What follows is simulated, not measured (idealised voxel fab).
process module | voxel plated lines
cross-section cut | 290 nm wide | cells 5 nm
A cross-section is a grid of square cells, given in bands from the top down. A band is one or more rows of cells.
Each band's line starts with the height of the band's top and of its bottom, in nm. Then come its materials from left to right, each with its width in nm. One material with "throughout" fills the band from edge to edge. "air" is empty space.
Height 0 is the level under which the wafer as received is all one material. The lowest band goes on downwards, as in "0 down".
A width such as "30 to 40" changes by the same amount from each row of cells to the next, from the band's top row to its bottom row.
"no change" after a step means that no cell of the cross-section changed.
closed voids: empty space of 8 cells or more with no open way to the top, each as width x height at its distance from the left edge, in nm
after a step's settings: what the simulator itself notes on the step
overlay nm, on a step with a mask: how far to the right of its planned place the mask lay; to the left if negative
plan
1 op RECEIVE | material Si
2 op CONFORMAL_DEP | material SiN | thk nm 5
3 op DIRECTIONAL_DEP | material TiN | thk nm 5
4 op PATTERN | tone open | mask id LINES | material resist | width nm 15 | pitch nm 40 | thk nm 30 | overlay nm 0
5 op EPI | material Ru | thk nm 10
6 op EPI | material Ru | thk nm 10
7 op STRIP | etch materials resist
8 op DIRECTIONAL_ETCH | etch materials TiN | depth nm 5
9 op CONFORMAL_DEP | material SiO2 | thk nm 5
varied across the wafers: thk nm of step 2. The plan shows the first wafer's value. All wafers start alike
first wafer as received, after step 1
  0 down: Si throughout
  closed voids: none
first wafer at the end, after step 9
  35 to 30: air 110 | SiO2 25 | air 15 | SiO2 25 | air 115
  30 to 10: air 110 | SiO2 5 | Ru 15 | SiO2 5 | air 15 | SiO2 5 | Ru 15 | SiO2 5 | air 115
  10 to 5: SiO2 115 | TiN 15 | SiO2 25 | TiN 15 | SiO2 120
  5 to 0: SiN throughout
  0 down: Si throughout
  closed voids: none
last wafer at the end
  50 to 45: air 110 | SiO2 25 | air 15 | SiO2 25 | air 115
  45 to 25: air 110 | SiO2 5 | Ru 15 | SiO2 5 | air 15 | SiO2 5 | Ru 15 | SiO2 5 | air 115
  25 to 20: SiO2 115 | TiN 15 | SiO2 25 | TiN 15 | SiO2 120
  20 to 0: SiN throughout
  0 down: Si throughout
  closed voids: none
each wafer at the end: cells of each material gained (+) or lost (-) since it was received, then its closed voids
thk nm 5 | +24 Ru | +58 SiN | +78 SiO2 | +6 TiN | closed voids: none
thk nm 10 | +24 Ru | +116 SiN | +78 SiO2 | +6 TiN | closed voids: none
thk nm 15 | +24 Ru | +174 SiN | +78 SiO2 | +6 TiN | closed voids: none
thk nm 20 | +24 Ru | +232 SiN | +78 SiO2 | +6 TiN | closed voids: none
